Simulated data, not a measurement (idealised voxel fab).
The name of this process module is voxel plated lines.
Each square cell in cross-section cut measures 5 nm, and the section as a whole is 260 nm wide.
In this document a cross-section is written as a grid of square cells. It is given as a series of bands, listed from the top down, and a band is one or more rows of cells.
It is stipulated that each band's entry specify, in nanometres, the height of the top of the band and then that of its bottom, followed by the materials of the band in left-to-right sequence, each together with its width in nanometres. A single material marked by the word "edge to edge" is understood to fill the band from edge to edge; the word "blank" is understood to denote empty space.
Note: height 0 marks the level under which the wafer is uniformly one material as received. Lowest band unbounded below, written "z 0 and below".
The width entry "30 to 40" should be interpreted row by row: the top row of cells in the band takes the first number, the bottom row takes the second number, and the change between adjacent rows is uniform throughout.
"no modification" means the step left every cell of the cross-section as it was.
What "Voids, enclosed" gives you is every empty space of 8 cells or more that is cut off from the top. Each appears as width x height at distance, with the distance taken from the left edge and width, height and distance all in nm.
It should be noted that, on the line of a given step, the content following the step's settings is a remark produced by the simulator itself with respect to that step.
Regarding "overlay nm": on a step with a mask, it is the distance the mask lay to the right of its planned place; a negative value places it to the left.

### Listed below are the process steps as planned
1) RECEIVE | material Si
2) CONFORMAL_DEP | material SiO2 | thk nm 15
3) DIRECTIONAL_DEP | material TiN | thk nm 5
4) PATTERN | tone open | mask id LINES | material resist | width nm 20 | pitch nm 45 | thk nm 25 | overlay nm 0
5) EPI | material Ru | thk nm 10
6) EPI | material Ru | thk nm 5
7) STRIP | etch materials resist
8) DIRECTIONAL_ETCH | etch materials TiN | depth nm 5
9) CONFORMAL_DEP | material SiCN | thk nm 10

### Cross-section of the wafer at receipt, which is the condition after step 1
  z 0 and below = Si edge to edge
  Voids, enclosed: none

### Run as planned - first of the two wafers cross-sectioned at the end of the module
  z 45 to 35 = 85 blank | 40 SiCN | 5 blank | 40 SiCN | 90 blank
  z 35 to 25 = 85 blank | 10 SiCN | 20 Ru | 10 SiCN | 5 blank | 10 SiCN | 20 Ru | 10 SiCN | 90 blank
  z 25 to 20 = 95 SiCN | 20 Ru | 25 SiCN | 20 Ru | 100 SiCN
  z 20 to 15 = 95 SiCN | 20 TiN | 25 SiCN | 20 TiN | 100 SiCN
  z 15 to 0 = SiO2 edge to edge
  z 0 and below = Si edge to edge
  Voids, enclosed: none

### So this is wafer number two of the two, cut at the end of the module - it started where the first did and had the same plan, we just got one thing wrong running it
  z 55 to 45 = 85 blank | 40 SiCN | 5 blank | 40 SiCN | 90 blank
  z 45 to 35 = 85 blank | 10 SiCN | 20 Ru | 10 SiCN | 5 blank | 10 SiCN | 20 Ru | 10 SiCN | 90 blank
  z 35 to 30 = 95 SiCN | 20 Ru | 25 SiCN | 20 Ru | 100 SiCN
  z 30 to 25 = 95 SiCN | 20 TiN | 25 SiCN | 20 TiN | 100 SiCN
  z 25 to 15 = TiN edge to edge
  z 15 to 0 = SiO2 edge to edge
  z 0 and below = Si edge to edge
  Voids, enclosed: none
What went wrong in running the wafer? in deviation from the planned setting, step 3 was conducted as DIRECTIONAL_DEP | material TiN | thk nm 15
Count the cells at the end and the second wafer has more or fewer of some materials than the first: +104 TiN
